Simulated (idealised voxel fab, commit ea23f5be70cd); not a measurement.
You're looking at the process module voxel fin reveal.
The cross-section shown here is cut; it is 160 nm wide and divided into square cells measuring 5 nm on a side.
Think of the cross-section as a grid of square cells. We describe it in bands, top to bottom, and each band covers one or more rows of those cells. The entry gives the band's vertical extent as a top height and a bottom height in nm, then its horizontal make-up as materials from left to right, each with a width in nm. "empty" stands for empty space; a single material marked "everywhere" fills the band edge to edge. Counting heights begins at 0, where everything beneath is, in the wafer as received, one material. The lowest band has no bottom; it goes on downwards, as "z 0 and below" shows. Quick explanation for "30->40": the width changes in equal steps down the rows of cells, from the first number in the band's top row to the second number in its bottom row. "no alteration" -> step changed no cross-section cell. The entry titled "Unvented voids" provides the empty spaces that have no open way to the top, restricted to those of 8 cells or more. Each is presented as width x height at distance, the distance being measured from the left edge, with all three in nm. Whatever follows a step's settings on its line is a remark the simulator itself makes about that step. "overlay nm", when on a step's line for a step with a mask, measures how far to the right of its planned place the mask lay; a negative measure means to the left.
Planned step list for the process
1: RECEIVE, material Si
2: CONFORMAL_DEP, material SiN, thk nm 5
3: DIRECTIONAL_DEP, material aC, thk nm 15
4: PATTERN, tone cover, mask id FINS, material resist, width nm 15, pitch nm 35, thk nm 35, overlay nm -5
5: DIRECTIONAL_ETCH, etch materials aC, depth nm 15
6: STRIP, etch materials resist
7: DIRECTIONAL_ETCH, etch materials SiN, depth nm 5
8: DIRECTIONAL_ETCH, etch materials Si, depth nm 30
9: STRIP, etch materials aC
10: OXIDIZE, depth nm 5
11: FILL_DEP, material SiO2, thk nm 10
12: CMP, height nm 5
13: SELECTIVE_ETCH, etch materials SiO2, depth nm 15
14: STRIP, etch materials SiN
15: CONFORMAL_DEP, material SiO2, thk nm 5
For clarity, it should be stated that the wafers under discussion commence in an identical condition and differ with respect to the overlay nm of step 4, the plan indicating the value that the first wafer had.
Received wafers, first of several: cross-section after step 1
    z 0 and below | Si everywhere
    Unvented voids: none
Table: wafers, a row each; end-of-module cell change per material since receipt, gain (+), loss (-); then closed voids
overlay nm -5, -196 Si, +188 SiO2, Unvented voids: none
overlay nm 0, -196 Si, +188 SiO2, Unvented voids: none
overlay nm 5, -196 Si, +188 SiO2, Unvented voids: none
